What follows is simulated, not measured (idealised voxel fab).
process module | voxel ribs on slabs
cross-section cut | 270 nm wide | cells 5 nm
A cross-section is a grid of square cells, given in bands from the top down. A band is one or more rows of cells.
Each band's line starts with the height of the band's top and of its bottom, in nm. Then come its materials from left to right, each with its width in nm. One material with "throughout" fills the band from edge to edge. "air" is empty space.
Height 0 is the level under which the wafer as received is all one material. The lowest band goes on downwards, as in "0 down".
A width such as "30 to 40" changes by the same amount from each row of cells to the next, from the band's top row to its bottom row.
"no change" after a step means that no cell of the cross-section changed.
closed voids: empty space of 8 cells or more with no open way to the top, each as width x height at its distance from the left edge, in nm
after a step's settings: what the simulator itself notes on the step
overlay nm, on a step with a mask: how far to the right of its planned place the mask lay; to the left if negative
plan
1 op RECEIVE | material Si
2 op DIRECTIONAL_DEP | material SiO2 | thk nm 25
3 op DIRECTIONAL_DEP | material polySi | thk nm 15
4 op DIRECTIONAL_DEP | material aC | thk nm 15
5 op PATTERN | tone cover | mask id RIB | material resist | width nm 20 | thk nm 30 | overlay nm 0
6 op DIRECTIONAL_ETCH | etch materials aC | depth nm 15
7 op STRIP | etch materials resist
8 op DIRECTIONAL_ETCH | etch materials polySi | depth nm 10
9 op STRIP | etch materials aC
10 op MASKED_ETCH | tone cover | mask id SLAB | width nm 50 | etch materials polySi | depth nm 5 | overlay nm 0
11 op FILL_DEP | material SiO2 | thk nm 25
12 op CMP | height nm 55
13 op DIRECTIONAL_DEP | material W | thk nm 5
14 op DIRECTIONAL_DEP | material aC | thk nm 10
15 op PATTERN | tone cover | mask id HEATER | material resist | width nm 30 | thk nm 25 | overlay nm 0
16 op DIRECTIONAL_ETCH | etch materials aC | depth nm 10
17 op STRIP | etch materials resist
18 op DIRECTIONAL_ETCH | etch materials W | depth nm 5
19 op STRIP | etch materials aC
20 op CONFORMAL_DEP | material SiN | thk nm 10
as received, after step 1
  0 down: Si throughout
  closed voids: none
first wafer at the end, as planned
  70 to 65: air 110 | SiN 50 | air 110
  65 to 60: SiN throughout
  60 to 55: SiN 120 | W 30 | SiN 120
  55 to 40: SiO2 throughout
  40 to 30: SiO2 125 | polySi 20 | SiO2 125
  30 to 25: SiO2 110 | polySi 50 | SiO2 110
  25 to 0: SiO2 throughout
  0 down: Si throughout
  closed voids: none
second wafer at the end: like start, like plan, one mistake
  70 to 65: air 110 | SiN 50 | air 110
  65 to 60: SiN throughout
  60 to 55: SiN 120 | W 30 | SiN 120
  55 to 45: SiO2 125 | polySi 20 | SiO2 125
  45 to 40: SiO2 110 | polySi 50 | SiO2 110
  40 to 25: polySi throughout
  25 to 0: SiO2 throughout
  0 down: Si throughout
  closed voids: none
what went wrong: step 3 was run twice
at the end the second wafer has, in cells: 162 fewer of SiO2 | 162 more of polySi
